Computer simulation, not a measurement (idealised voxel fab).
Name of the process module below: voxel transistor to metal
Square cells of 5 nm make up the cross-section cut, whose width is 190 nm.
A cross-section is a grid of square cells, given in bands from the top down. A band is one or more rows of cells. This entry defines a band. It first specifies the height of the band's top and the height of its bottom in nm, and then specifies the band's materials from left to right, stating each material with its width in nm. The word "everywhere" identifies a single material that fills the band from edge to edge, while the word "empty" identifies empty space. The level at which height equals 0 is the one under which the wafer, as it arrives, is entirely one material. No lower edge exists for the bottom band, which continues downward and is notated as in "0..down". Graded width ("30..40"): value in top row of band = first number; value in bottom row = second number; row-to-row change constant. "everything unchanged" (step): cross-section cells unchanged, all of them. "Sealed void listing" means: voids of 8 cells or more that are shut off from the top with no open way through. Written width x height at distance, distance from the left edge, in nm. It should be noted that, on the line of a given step, the content following the step's settings is a remark produced by the simulator itself with respect to that step. Steps that use a mask can have "overlay nm" on their line. It says how far the mask sat to the right of where it was meant to be. Negative means to the left. Each pair of cross-sections that follows straddles one process step: the one shows the state before the step, the other the state after it, down to the lowest band that changed and no further. The step in question, and its settings, are given under the pair. Note that a pair is not necessarily a continuation of the pair above it, since pairs can come from different runs of this module on the same starting wafer; it is a continuation only where its entry headed "Pre-process cross-section" says so.

-- Pre-process cross-section
* 30..15 | SiO2 everywhere
* 15..0 | 65 SiO2, then 10 SiN, then 5 HfO2, then 5 TiN, then 15 W, then 5 TiN, then 5 HfO2, then 10 SiN, then 70 SiO2
* 0..-5 | 65 SiO2, then 10 SiN, then 5 HfO2, then 25 TiN, then 5 HfO2, then 10 SiN, then 70 SiO2
* -5..-10 | 30 SiO2, then 35 pSi, then 10 SiO2, then 35 HfO2, then 10 SiO2, then 35 pSi, then 35 SiO2
* -10..-35 | 35 SiO2, then 115 Si, then 40 SiO2
* -35..down | Si everywhere
* Sealed void listing: none

-- Post-Process Section
* 45..30 | 55 resist, then 15 empty, then 65 resist, then 15 empty, then 40 resist
* Everything under 30 stays put, no change at all.
* Sealed void listing: none
The structure goes from the before cross-section above to the after cross-section through PATTERN, tone open, mask id CONTACT, material resist, width nm 15, pitch nm 80, thk nm 15, overlay nm 10

Pre-process cross-section: It is represented by the cross-section appearing after the step of the pair directly above.

-- Post-Process Section
* 45..30 | 55 resist, then 15 empty, then 65 resist, then 15 empty, then 40 resist
* 30..15 | 55 SiO2, then 15 empty, then 65 SiO2, then 15 empty, then 40 SiO2
* 15..0 | 55 SiO2, then 10 empty, then 10 SiN, then 5 HfO2, then 5 TiN, then 15 W, then 5 TiN, then 5 HfO2, then 10 SiN, then 15 SiO2, then 15 empty, then 40 SiO2
* 0..-5 | 55 SiO2, then 10 empty, then 10 SiN, then 5 HfO2, then 25 TiN, then 5 HfO2, then 10 SiN, then 15 SiO2, then 15 empty, then 40 SiO2
* Everything under -5 stays put, no change at all.
* Sealed void listing: none
The structure goes from the before cross-section above to the after cross-section through DIRECTIONAL_ETCH, etch materials SiO2, depth nm 35

Pre-process cross-section: It is represented by the cross-section appearing after the step of the pair directly above.

-- Post-Process Section
* 30..15 | 55 SiO2, then 15 empty, then 65 SiO2, then 15 empty, then 40 SiO2
* Everything under 15 stays put, no change at all.
* Sealed void listing: none
The structure goes from the before cross-section above to the after cross-section through STRIP, etch materials resist

Pre-process cross-section: It is represented by the cross-section appearing after the step of the pair directly above.

-- Post-Process Section
* 35..30 | 60 TiN, then 5 empty, then 75 TiN, then 5 empty, then 45 TiN
* 30..20 | 55 SiO2, then 5 TiN, then 5 empty, then 5 TiN, then 65 SiO2, then 5 TiN, then 5 empty, then 5 TiN, then 40 SiO2
* 20..15 | 55 SiO2, then 15 TiN, then 65 SiO2, then 5 TiN, then 5 empty, then 5 TiN, then 40 SiO2
* 15..0 | 55 SiO2, then 10 TiN, then 10 SiN, then 5 HfO2, then 5 TiN, then 15 W, then 5 TiN, then 5 HfO2, then 10 SiN, then 15 SiO2, then 5 TiN, then 5 empty, then 5 TiN, then 40 SiO2
* 0..-5 | 55 SiO2, then 10 TiN, then 10 SiN, then 5 HfO2, then 25 TiN, then 5 HfO2, then 10 SiN, then 15 SiO2, then 15 TiN, then 40 SiO2
* Everything under -5 stays put, no change at all.
* Sealed void listing: none
The structure goes from the before cross-section above to the after cross-section through CONFORMAL_DEP, material TiN, thk nm 5

Pre-process cross-section: It is represented by the cross-section appearing after the step of the pair directly above.

-- Post-Process Section
* 45..35 | Ru everywhere
* 35..30 | 60 TiN, then 5 Ru, then 75 TiN, then 5 Ru, then 45 TiN
* 30..20 | 55 SiO2, then 5 TiN, then 5 Ru, then 5 TiN, then 65 SiO2, then 5 TiN, then 5 Ru, then 5 TiN, then 40 SiO2
* 20..15 | 55 SiO2, then 15 TiN, then 65 SiO2, then 5 TiN, then 5 Ru, then 5 TiN, then 40 SiO2
* 15..0 | 55 SiO2, then 10 TiN, then 10 SiN, then 5 HfO2, then 5 TiN, then 15 W, then 5 TiN, then 5 HfO2, then 10 SiN, then 15 SiO2, then 5 TiN, then 5 Ru, then 5 TiN, then 40 SiO2
* Everything under 0 stays put, no change at all.
* Sealed void listing: none
The structure goes from the before cross-section above to the after cross-section through FILL_DEP, material Ru, thk nm 10

Pre-process cross-section: It is represented by the cross-section appearing after the step of the pair directly above.

-- Post-Process Section
* 30..20 | 55 SiO2, then 5 TiN, then 5 Ru, then 5 TiN, then 65 SiO2, then 5 TiN, then 5 Ru, then 5 TiN, then 40 SiO2
* Everything under 20 stays put, no change at all.
* Sealed void listing: none
The structure goes from the before cross-section above to the after cross-section through CMP, height nm 30

Pre-process cross-section: It is represented by the cross-section appearing after the step of the pair directly above.

-- Post-Process Section
* 35..30 | TiN everywhere
* Everything under 30 stays put, no change at all.
* Sealed void listing: none
The structure goes from the before cross-section above to the after cross-section through DIRECTIONAL_DEP, material TiN, thk nm 5

Pre-process cross-section: It is represented by the cross-section appearing after the step of the pair directly above.

-- Post-Process Section
* 50..35 | W everywhere
* Everything under 35 stays put, no change at all.
* Sealed void listing: none
The structure goes from the before cross-section above to the after cross-section through DIRECTIONAL_DEP, material W, thk nm 15

Pre-process cross-section: It is represented by the cross-section appearing after the step of the pair directly above.

-- Post-Process Section
* 50..35 | 45 empty, then 15 W, then 65 empty, then 15 W, then 50 empty
* Everything under 35 stays put, no change at all.
* Sealed void listing: none
The structure goes from the before cross-section above to the after cross-section through MASKED_ETCH, tone cover, mask id METAL_1, width nm 15, pitch nm 80, etch materials W, depth nm 15, overlay nm 0

Pre-process cross-section: It is represented by the cross-section appearing after the step of the pair directly above.

-- Post-Process Section
* 50..35 | 45 empty, then 15 W, then 65 empty, then 15 W, then 50 empty
* 35..30 | 45 empty, then 15 TiN, then 65 empty, then 15 TiN, then 50 empty
* Everything under 30 stays put, no change at all.
* Sealed void listing: none
The structure goes from the before cross-section above to the after cross-section through MASKED_ETCH, tone cover, mask id METAL_1, width nm 15, pitch nm 80, etch materials TiN, depth nm 5, overlay nm 0

Pre-process cross-section: It is represented by the cross-section appearing after the step of the pair directly above.

-- Post-Process Section
* 55..50 | 40 empty, then 25 SiCN, then 55 empty, then 25 SiCN, then 45 empty
* 50..35 | 40 empty, then 5 SiCN, then 15 W, then 5 SiCN, then 55 empty, then 5 SiCN, then 15 W, then 5 SiCN, then 45 empty
* 35..30 | 45 SiCN, then 15 TiN, then 65 SiCN, then 15 TiN, then 50 SiCN
* Everything under 30 stays put, no change at all.
* Sealed void listing: none
The structure goes from the before cross-section above to the after cross-section through CONFORMAL_DEP, material SiCN, thk nm 5

Pre-process cross-section: It is represented by the cross-section appearing after the step of the pair directly above.

-- Post-Process Section
* 60..55 | lowk everywhere
* 55..50 | 40 lowk, then 25 SiCN, then 55 lowk, then 25 SiCN, then 45 lowk
* 50..35 | 40 lowk, then 5 SiCN, then 15 W, then 5 SiCN, then 55 lowk, then 5 SiCN, then 15 W, then 5 SiCN, then 45 lowk
* Everything under 35 stays put, no change at all.
* Sealed void listing: none
The structure goes from the before cross-section above to the after cross-section through FILL_DEP, material lowk, thk nm 5

Pre-process cross-section: It is represented by the cross-section appearing after the step of the pair directly above.

-- Post-Process Section
* 50..35 | 40 lowk, then 5 SiCN, then 15 W, then 5 SiCN, then 55 lowk, then 5 SiCN, then 15 W, then 5 SiCN, then 45 lowk
* Everything under 35 stays put, no change at all.
* Sealed void listing: none
The structure goes from the before cross-section above to the after cross-section through CMP, height nm 50

Pre-process cross-section: It is represented by the cross-section appearing after the step of the pair directly above.

-- Post-Process Section
* 55..50 | SiCN everywhere
* Everything under 50 stays put, no change at all.
* Sealed void listing: none
The structure goes from the before cross-section above to the after cross-section through CONFORMAL_DEP, material SiCN, thk nm 5

Pre-process cross-section: It is represented by the cross-section appearing after the step of the pair directly above.

-- Post-Process Section
* 85..55 | SiO2 everywhere
* Everything under 55 stays put, no change at all.
* Sealed void listing: none
The structure goes from the before cross-section above to the after cross-section through DIRECTIONAL_DEP, material SiO2, thk nm 30

Pre-process cross-section: It is represented by the cross-section appearing after the step of the pair directly above.

-- Post-Process Section
* 100..85 | aC everywhere
* Everything under 85 stays put, no change at all.
* Sealed void listing: none
The structure goes from the before cross-section above to the after cross-section through DIRECTIONAL_DEP, material aC, thk nm 15

Pre-process cross-section: It is represented by the cross-section appearing after the step of the pair directly above.

-- Post-Process Section
* 130..100 | 45 resist, then 15 empty, then 65 resist, then 15 empty, then 50 resist
* Everything under 100 stays put, no change at all.
* Sealed void listing: none
The structure goes from the before cross-section above to the after cross-section through PATTERN, tone open, mask id METAL_2, material resist, width nm 15, pitch nm 80, thk nm 30, overlay nm 0

Pre-process cross-section: It is represented by the cross-section appearing after the step of the pair directly above.

-- Post-Process Section
* 115..100 | 45 resist, then 15 empty, then 65 resist, then 15 empty, then 50 resist
* 100..85 | 45 aC, then 15 empty, then 65 aC, then 15 empty, then 50 aC
* Everything under 85 stays put, no change at all.
* Sealed void listing: none
The structure goes from the before cross-section above to the after cross-section through DIRECTIONAL_ETCH, etch materials aC, depth nm 15

Pre-process cross-section: It is represented by the cross-section appearing after the step of the pair directly above.

-- Post-Process Section
* 100..85 | 45 aC, then 15 empty, then 65 aC, then 15 empty, then 50 aC
* Everything under 85 stays put, no change at all.
* Sealed void listing: none
The structure goes from the before cross-section above to the after cross-section through STRIP, etch materials resist

Pre-process cross-section: It is represented by the cross-section appearing after the step of the pair directly above.

-- Post-Process Section
* 100..85 | 45 aC, then 15 empty, then 65 aC, then 15 empty, then 50 aC
* 85..70 | 45 SiO2, then 15 empty, then 65 SiO2, then 15 empty, then 50 SiO2
* Everything under 70 stays put, no change at all.
* Sealed void listing: none
The structure goes from the before cross-section above to the after cross-section through DIRECTIONAL_ETCH, etch materials SiO2, depth nm 15

Pre-process cross-section: It is represented by the cross-section appearing after the step of the pair directly above.

-- Post-Process Section
* 85..70 | 45 SiO2, then 15 empty, then 65 SiO2, then 15 empty, then 50 SiO2
* Everything under 70 stays put, no change at all.
* Sealed void listing: none
The structure goes from the before cross-section above to the after cross-section through STRIP, etch materials aC

Pre-process cross-section: It is represented by the cross-section appearing after the step of the pair directly above.

-- Post-Process Section
* 100..85 | 45 resist, then 15 empty, then 65 resist, then 15 empty, then 50 resist
* Everything under 85 stays put, no change at all.
* Sealed void listing: none
The structure goes from the before cross-section above to the after cross-section through PATTERN, tone open, mask id METAL_2_HOLES, material resist, width nm 15, pitch nm 80, thk nm 15, overlay nm 0

Pre-process cross-section: It is represented by the cross-section appearing after the step of the pair directly above.

-- Post-Process Section
* 100..85 | 45 resist, then 15 empty, then 65 resist, then 15 empty, then 50 resist
* 85..55 | 45 SiO2, then 15 empty, then 65 SiO2, then 15 empty, then 50 SiO2
* Everything under 55 stays put, no change at all.
* Sealed void listing: none
The structure goes from the before cross-section above to the after cross-section through DIRECTIONAL_ETCH, etch materials SiO2, depth nm 15

Pre-process cross-section: It is represented by the cross-section appearing after the step of the pair directly above.

-- Post-Process Section
* 100..85 | 45 resist, then 15 empty, then 65 resist, then 15 empty, then 50 resist
* 85..55 | 45 SiO2, then 15 empty, then 65 SiO2, then 15 empty, then 50 SiO2
* 55..50 | 45 SiCN, then 15 empty, then 65 SiCN, then 15 empty, then 50 SiCN
* Everything under 50 stays put, no change at all.
* Sealed void listing: none
The structure goes from the before cross-section above to the after cross-section through DIRECTIONAL_ETCH, etch materials SiCN, depth nm 5

Pre-process cross-section: It is represented by the cross-section appearing after the step of the pair directly above.

-- Post-Process Section
* 85..55 | 45 SiO2, then 15 empty, then 65 SiO2, then 15 empty, then 50 SiO2
* Everything under 55 stays put, no change at all.
* Sealed void listing: none
The structure goes from the before cross-section above to the after cross-section through STRIP, etch materials resist

Pre-process cross-section: It is represented by the cross-section appearing after the step of the pair directly above.

-- Post-Process Section
* 90..85 | 50 TiN, then 5 empty, then 75 TiN, then 5 empty, then 55 TiN
* 85..55 | 45 SiO2, then 5 TiN, then 5 empty, then 5 TiN, then 65 SiO2, then 5 TiN, then 5 empty, then 5 TiN, then 50 SiO2
* 55..50 | 45 SiCN, then 15 TiN, then 65 SiCN, then 15 TiN, then 50 SiCN
* Everything under 50 stays put, no change at all.
* Sealed void listing: none
The structure goes from the before cross-section above to the after cross-section through CONFORMAL_DEP, material TiN, thk nm 5

Pre-process cross-section: It is represented by the cross-section appearing after the step of the pair directly above.

-- Post-Process Section
* 95..90 | Cu everywhere
* 90..85 | 50 TiN, then 5 Cu, then 75 TiN, then 5 Cu, then 55 TiN
* 85..55 | 45 SiO2, then 5 TiN, then 5 Cu, then 5 TiN, then 65 SiO2, then 5 TiN, then 5 Cu, then 5 TiN, then 50 SiO2
* Everything under 55 stays put, no change at all.
* Sealed void listing: none
The structure goes from the before cross-section above to the after cross-section through FILL_DEP, material Cu, thk nm 5

Pre-process cross-section: It is represented by the cross-section appearing after the step of the pair directly above.

-- Post-Process Section
* 85..55 | 45 SiO2, then 5 TiN, then 5 Cu, then 5 TiN, then 65 SiO2, then 5 TiN, then 5 Cu, then 5 TiN, then 50 SiO2
* Everything under 55 stays put, no change at all.
* Sealed void listing: none
The structure goes from the before cross-section above to the after cross-section through CMP, height nm 85

Pre-process cross-section: It is represented by the cross-section appearing after the step of the pair directly above.

-- Post-Process Section
* 90..85 | SiN everywhere
* Everything under 85 stays put, no change at all.
* Sealed void listing: none
The structure goes from the before cross-section above to the after cross-section through CONFORMAL_DEP, material SiN, thk nm 5

-- Pre-process cross-section
* 25..20 | 60 empty, then 20 HfO2, then 25 empty, then 20 HfO2, then 65 empty
* 20..15 | 65 HfO2, then 10 SiN, then 5 HfO2, then 25 empty, then 5 HfO2, then 10 SiN, then 70 HfO2
* 15..-5 | 65 SiO2, then 10 SiN, then 5 HfO2, then 25 empty, then 5 HfO2, then 10 SiN, then 70 SiO2
* -5..-10 | 30 SiO2, then 35 pSi, then 10 SiO2, then 35 HfO2, then 10 SiO2, then 35 pSi, then 35 SiO2
* -10..-35 | 35 SiO2, then 115 Si, then 40 SiO2
* -35..down | Si everywhere
* Sealed void listing: none

-- Post-Process Section
* 30..25 | 55 empty, then 30 SiCN, then 15 empty, then 30 SiCN, then 60 empty
* 25..20 | 60 SiCN, then 20 HfO2, then 5 SiCN, then 15 empty, then 5 SiCN, then 20 HfO2, then 65 SiCN
* 20..15 | 65 HfO2, then 10 SiN, then 5 HfO2, then 5 SiCN, then 15 empty, then 5 SiCN, then 5 HfO2, then 10 SiN, then 70 HfO2
* 15..0 | 65 SiO2, then 10 SiN, then 5 HfO2, then 5 SiCN, then 15 empty, then 5 SiCN, then 5 HfO2, then 10 SiN, then 70 SiO2
* 0..-5 | 65 SiO2, then 10 SiN, then 5 HfO2, then 25 SiCN, then 5 HfO2, then 10 SiN, then 70 SiO2
* Everything under -5 stays put, no change at all.
* Sealed void listing: none
The structure goes from the before cross-section above to the after cross-section through CONFORMAL_DEP, material SiCN, thk nm 5

Pre-process cross-section: It is represented by the cross-section appearing after the step of the pair directly above.

-- Post-Process Section
* 40..30 | W everywhere
* 30..25 | 55 W, then 30 SiCN, then 15 W, then 30 SiCN, then 60 W
* 25..20 | 60 SiCN, then 20 HfO2, then 5 SiCN, then 15 W, then 5 SiCN, then 20 HfO2, then 65 SiCN
* 20..15 | 65 HfO2, then 10 SiN, then 5 HfO2, then 5 SiCN, then 15 W, then 5 SiCN, then 5 HfO2, then 10 SiN, then 70 HfO2
* 15..0 | 65 SiO2, then 10 SiN, then 5 HfO2, then 5 SiCN, then 15 W, then 5 SiCN, then 5 HfO2, then 10 SiN, then 70 SiO2
* Everything under 0 stays put, no change at all.
* Sealed void listing: none
The structure goes from the before cross-section above to the after cross-section through FILL_DEP, material W, thk nm 10

Pre-process cross-section: It is represented by the cross-section appearing after the step of the pair directly above.

-- Post-Process Section
* 15..0 | 65 SiO2, then 10 SiN, then 5 HfO2, then 5 SiCN, then 15 W, then 5 SiCN, then 5 HfO2, then 10 SiN, then 70 SiO2
* Everything under 0 stays put, no change at all.
* Sealed void listing: none
The structure goes from the before cross-section above to the after cross-section through CMP, height nm 15

Pre-process cross-section: It is represented by the cross-section appearing after the step of the pair directly above.

-- Post-Process Section
* 30..15 | SiO2 everywhere
* Everything under 15 stays put, no change at all.
* Sealed void listing: none
The structure goes from the before cross-section above to the after cross-section through DIRECTIONAL_DEP, material SiO2, thk nm 15

Pre-process cross-section: It is represented by the cross-section appearing after the step of the pair directly above.

-- Post-Process Section
* 45..30 | 45 resist, then 15 empty, then 65 resist, then 15 empty, then 50 resist
* Everything under 30 stays put, no change at all.
* Sealed void listing: none
The structure goes from the before cross-section above to the after cross-section through PATTERN, tone open, mask id CONTACT, material resist, width nm 15, pitch nm 80, thk nm 15, overlay nm 0

Pre-process cross-section: It is represented by the cross-section appearing after the step of the pair directly above.

-- Post-Process Section
* 45..30 | 45 resist, then 15 empty, then 65 resist, then 15 empty, then 50 resist
* 30..15 | 45 SiO2, then 15 empty, then 65 SiO2, then 15 empty, then 50 SiO2
* 15..0 | 45 SiO2, then 15 empty, then 5 SiO2, then 10 SiN, then 5 HfO2, then 5 SiCN, then 15 W, then 5 SiCN, then 5 HfO2, then 10 SiN, then 5 SiO2, then 15 empty, then 50 SiO2
* 0..-5 | 45 SiO2, then 15 empty, then 5 SiO2, then 10 SiN, then 5 HfO2, then 25 SiCN, then 5 HfO2, then 10 SiN, then 5 SiO2, then 15 empty, then 50 SiO2
* Everything under -5 stays put, no change at all.
* Sealed void listing: none
The structure goes from the before cross-section above to the after cross-section through DIRECTIONAL_ETCH, etch materials SiO2, depth nm 35

Pre-process cross-section: It is represented by the cross-section appearing after the step of the pair directly above.

-- Post-Process Section
* 30..15 | 45 SiO2, then 15 empty, then 65 SiO2, then 15 empty, then 50 SiO2
* Everything under 15 stays put, no change at all.
* Sealed void listing: none
The structure goes from the before cross-section above to the after cross-section through STRIP, etch materials resist

Pre-process cross-section: It is represented by the cross-section appearing after the step of the pair directly above.

-- Post-Process Section
* 35..30 | 50 TiN, then 5 empty, then 75 TiN, then 5 empty, then 55 TiN
* 30..15 | 45 SiO2, then 5 TiN, then 5 empty, then 5 TiN, then 65 SiO2, then 5 TiN, then 5 empty, then 5 TiN, then 50 SiO2
* 15..0 | 45 SiO2, then 5 TiN, then 5 empty, then 5 TiN, then 5 SiO2, then 10 SiN, then 5 HfO2, then 5 SiCN, then 15 W, then 5 SiCN, then 5 HfO2, then 10 SiN, then 5 SiO2, then 5 TiN, then 5 empty, then 5 TiN, then 50 SiO2
* 0..-5 | 45 SiO2, then 15 TiN, then 5 SiO2, then 10 SiN, then 5 HfO2, then 25 SiCN, then 5 HfO2, then 10 SiN, then 5 SiO2, then 15 TiN, then 50 SiO2
* Everything under -5 stays put, no change at all.
* Sealed void listing: none
The structure goes from the before cross-section above to the after cross-section through CONFORMAL_DEP, material TiN, thk nm 5

Pre-process cross-section: It is represented by the cross-section appearing after the step of the pair directly above.

-- Post-Process Section
* 45..35 | Ru everywhere
* 35..30 | 50 TiN, then 5 Ru, then 75 TiN, then 5 Ru, then 55 TiN
* 30..15 | 45 SiO2, then 5 TiN, then 5 Ru, then 5 TiN, then 65 SiO2, then 5 TiN, then 5 Ru, then 5 TiN, then 50 SiO2
* 15..0 | 45 SiO2, then 5 TiN, then 5 Ru, then 5 TiN, then 5 SiO2, then 10 SiN, then 5 HfO2, then 5 SiCN, then 15 W, then 5 SiCN, then 5 HfO2, then 10 SiN, then 5 SiO2, then 5 TiN, then 5 Ru, then 5 TiN, then 50 SiO2
* Everything under 0 stays put, no change at all.
* Sealed void listing: none
The structure goes from the before cross-section above to the after cross-section through FILL_DEP, material Ru, thk nm 10

Pre-process cross-section: It is represented by the cross-section appearing after the step of the pair directly above.

-- Post-Process Section
* 30..15 | 45 SiO2, then 5 TiN, then 5 Ru, then 5 TiN, then 65 SiO2, then 5 TiN, then 5 Ru, then 5 TiN, then 50 SiO2
* Everything under 15 stays put, no change at all.
* Sealed void listing: none
The structure goes from the before cross-section above to the after cross-section through CMP, height nm 30

Pre-process cross-section: It is represented by the cross-section appearing after the step of the pair directly above.

-- Post-Process Section
* 35..30 | TiN everywhere
* Everything under 30 stays put, no change at all.
* Sealed void listing: none
The structure goes from the before cross-section above to the after cross-section through DIRECTIONAL_DEP, material TiN, thk nm 5

Pre-process cross-section: It is represented by the cross-section appearing after the step of the pair directly above.

-- Post-Process Section
* 50..35 | W everywhere
* Everything under 35 stays put, no change at all.
* Sealed void listing: none
The structure goes from the before cross-section above to the after cross-section through DIRECTIONAL_DEP, material W, thk nm 15

Pre-process cross-section: It is represented by the cross-section appearing after the step of the pair directly above.

-- Post-Process Section
* 50..35 | 45 empty, then 15 W, then 65 empty, then 15 W, then 50 empty
* Everything under 35 stays put, no change at all.
* Sealed void listing: none
The structure goes from the before cross-section above to the after cross-section through MASKED_ETCH, tone cover, mask id METAL_1, width nm 15, pitch nm 80, etch materials W, depth nm 15, overlay nm 0

Pre-process cross-section: It is represented by the cross-section appearing after the step of the pair directly above.

-- Post-Process Section
* 50..35 | 45 empty, then 15 W, then 65 empty, then 15 W, then 50 empty
* 35..30 | 45 empty, then 15 TiN, then 65 empty, then 15 TiN, then 50 empty
* Everything under 30 stays put, no change at all.
* Sealed void listing: none
The structure goes from the before cross-section above to the after cross-section through MASKED_ETCH, tone cover, mask id METAL_1, width nm 15, pitch nm 80, etch materials TiN, depth nm 5, overlay nm 0

Pre-process cross-section: It is represented by the cross-section appearing after the step of the pair directly above.

-- Post-Process Section
* 55..50 | 40 empty, then 25 SiCN, then 55 empty, then 25 SiCN, then 45 empty
* 50..35 | 40 empty, then 5 SiCN, then 15 W, then 5 SiCN, then 55 empty, then 5 SiCN, then 15 W, then 5 SiCN, then 45 empty
* 35..30 | 45 SiCN, then 15 TiN, then 65 SiCN, then 15 TiN, then 50 SiCN
* Everything under 30 stays put, no change at all.
* Sealed void listing: none
The structure goes from the before cross-section above to the after cross-section through CONFORMAL_DEP, material SiCN, thk nm 5

Pre-process cross-section: It is represented by the cross-section appearing after the step of the pair directly above.

-- Post-Process Section
* 60..55 | lowk everywhere
* 55..50 | 40 lowk, then 25 SiCN, then 55 lowk, then 25 SiCN, then 45 lowk
* 50..35 | 40 lowk, then 5 SiCN, then 15 W, then 5 SiCN, then 55 lowk, then 5 SiCN, then 15 W, then 5 SiCN, then 45 lowk
* Everything under 35 stays put, no change at all.
* Sealed void listing: none
The structure goes from the before cross-section above to the after cross-section through FILL_DEP, material lowk, thk nm 5

Pre-process cross-section: It is represented by the cross-section appearing after the step of the pair directly above.

-- Post-Process Section
* 50..35 | 40 lowk, then 5 SiCN, then 15 W, then 5 SiCN, then 55 lowk, then 5 SiCN, then 15 W, then 5 SiCN, then 45 lowk
* Everything under 35 stays put, no change at all.
* Sealed void listing: none
The structure goes from the before cross-section above to the after cross-section through CMP, height nm 50

Pre-process cross-section: It is represented by the cross-section appearing after the step of the pair directly above.

-- Post-Process Section
* 55..50 | SiCN everywhere
* Everything under 50 stays put, no change at all.
* Sealed void listing: none
The structure goes from the before cross-section above to the after cross-section through CONFORMAL_DEP, material SiCN, thk nm 5

Pre-process cross-section: It is represented by the cross-section appearing after the step of the pair directly above.

-- Post-Process Section
* 85..55 | SiO2 everywhere
* Everything under 55 stays put, no change at all.
* Sealed void listing: none
The structure goes from the before cross-section above to the after cross-section through DIRECTIONAL_DEP, material SiO2, thk nm 30

Pre-process cross-section: It is represented by the cross-section appearing after the step of the pair directly above.

-- Post-Process Section
* 100..85 | aC everywhere
* Everything under 85 stays put, no change at all.
* Sealed void listing: none
The structure goes from the before cross-section above to the after cross-section through DIRECTIONAL_DEP, material aC, thk nm 15

Pre-process cross-section: It is represented by the cross-section appearing after the step of the pair directly above.

-- Post-Process Section
* 130..100 | 45 resist, then 15 empty, then 65 resist, then 15 empty, then 50 resist
* Everything under 100 stays put, no change at all.
* Sealed void listing: none
The structure goes from the before cross-section above to the after cross-section through PATTERN, tone open, mask id METAL_2, material resist, width nm 15, pitch nm 80, thk nm 30, overlay nm 0

Pre-process cross-section: It is represented by the cross-section appearing after the step of the pair directly above.

-- Post-Process Section
* 115..100 | 45 resist, then 15 empty, then 65 resist, then 15 empty, then 50 resist
* 100..85 | 45 aC, then 15 empty, then 65 aC, then 15 empty, then 50 aC
* Everything under 85 stays put, no change at all.
* Sealed void listing: none
The structure goes from the before cross-section above to the after cross-section through DIRECTIONAL_ETCH, etch materials aC, depth nm 15

Pre-process cross-section: It is represented by the cross-section appearing after the step of the pair directly above.

-- Post-Process Section
* 100..85 | 45 aC, then 15 empty, then 65 aC, then 15 empty, then 50 aC
* Everything under 85 stays put, no change at all.
* Sealed void listing: none
The structure goes from the before cross-section above to the after cross-section through STRIP, etch materials resist

Pre-process cross-section: It is represented by the cross-section appearing after the step of the pair directly above.

-- Post-Process Section
* 100..85 | 45 aC, then 15 empty, then 65 aC, then 15 empty, then 50 aC
* 85..70 | 45 SiO2, then 15 empty, then 65 SiO2, then 15 empty, then 50 SiO2
* Everything under 70 stays put, no change at all.
* Sealed void listing: none
The structure goes from the before cross-section above to the after cross-section through DIRECTIONAL_ETCH, etch materials SiO2, depth nm 15

Pre-process cross-section: It is represented by the cross-section appearing after the step of the pair directly above.

-- Post-Process Section
* 85..70 | 45 SiO2, then 15 empty, then 65 SiO2, then 15 empty, then 50 SiO2
* Everything under 70 stays put, no change at all.
* Sealed void listing: none
The structure goes from the before cross-section above to the after cross-section through STRIP, etch materials aC

Pre-process cross-section: It is represented by the cross-section appearing after the step of the pair directly above.

-- Post-Process Section
* 100..85 | 45 resist, then 15 empty, then 65 resist, then 15 empty, then 50 resist
* Everything under 85 stays put, no change at all.
* Sealed void listing: none
The structure goes from the before cross-section above to the after cross-section through PATTERN, tone open, mask id METAL_2_HOLES, material resist, width nm 15, pitch nm 80, thk nm 15, overlay nm 0

Pre-process cross-section: It is represented by the cross-section appearing after the step of the pair directly above.

-- Post-Process Section
* 100..85 | 45 resist, then 15 empty, then 65 resist, then 15 empty, then 50 resist
* 85..55 | 45 SiO2, then 15 empty, then 65 SiO2, then 15 empty, then 50 SiO2
* Everything under 55 stays put, no change at all.
* Sealed void listing: none
The structure goes from the before cross-section above to the after cross-section through DIRECTIONAL_ETCH, etch materials SiO2, depth nm 15

Pre-process cross-section: It is represented by the cross-section appearing after the step of the pair directly above.

-- Post-Process Section
* 100..85 | 45 resist, then 15 empty, then 65 resist, then 15 empty, then 50 resist
* 85..55 | 45 SiO2, then 15 empty, then 65 SiO2, then 15 empty, then 50 SiO2
* 55..50 | 45 SiCN, then 15 empty, then 65 SiCN, then 15 empty, then 50 SiCN
* Everything under 50 stays put, no change at all.
* Sealed void listing: none
The structure goes from the before cross-section above to the after cross-section through DIRECTIONAL_ETCH, etch materials SiCN, depth nm 5

Pre-process cross-section: It is represented by the cross-section appearing after the step of the pair directly above.

-- Post-Process Section
* 85..55 | 45 SiO2, then 15 empty, then 65 SiO2, then 15 empty, then 50 SiO2
* Everything under 55 stays put, no change at all.
* Sealed void listing: none
The structure goes from the before cross-section above to the after cross-section through STRIP, etch materials resist

Pre-process cross-section: It is represented by the cross-section appearing after the step of the pair directly above.

-- Post-Process Section
* 90..85 | 50 TiN, then 5 empty, then 75 TiN, then 5 empty, then 55 TiN
* 85..55 | 45 SiO2, then 5 TiN, then 5 empty, then 5 TiN, then 65 SiO2, then 5 TiN, then 5 empty, then 5 TiN, then 50 SiO2
* 55..50 | 45 SiCN, then 15 TiN, then 65 SiCN, then 15 TiN, then 50 SiCN
* Everything under 50 stays put, no change at all.
* Sealed void listing: none
The structure goes from the before cross-section above to the after cross-section through CONFORMAL_DEP, material TiN, thk nm 5

Pre-process cross-section: It is represented by the cross-section appearing after the step of the pair directly above.

-- Post-Process Section
* 95..90 | Cu everywhere
* 90..85 | 50 TiN, then 5 Cu, then 75 TiN, then 5 Cu, then 55 TiN
* 85..55 | 45 SiO2, then 5 TiN, then 5 Cu, then 5 TiN, then 65 SiO2, then 5 TiN, then 5 Cu, then 5 TiN, then 50 SiO2
* Everything under 55 stays put, no change at all.
* Sealed void listing: none
The structure goes from the before cross-section above to the after cross-section through FILL_DEP, material Cu, thk nm 5

Pre-process cross-section: It is represented by the cross-section appearing after the step of the pair directly above.

-- Post-Process Section
* 85..55 | 45 SiO2, then 5 TiN, then 5 Cu, then 5 TiN, then 65 SiO2, then 5 TiN, then 5 Cu, then 5 TiN, then 50 SiO2
* Everything under 55 stays put, no change at all.
* Sealed void listing: none
The structure goes from the before cross-section above to the after cross-section through CMP, height nm 85

Pre-process cross-section: It is represented by the cross-section appearing after the step of the pair directly above.

-- Post-Process Section
* 90..85 | SiN everywhere
* Everything under 85 stays put, no change at all.
* Sealed void listing: none
The structure goes from the before cross-section above to the after cross-section through CONFORMAL_DEP, material SiN, thk nm 5
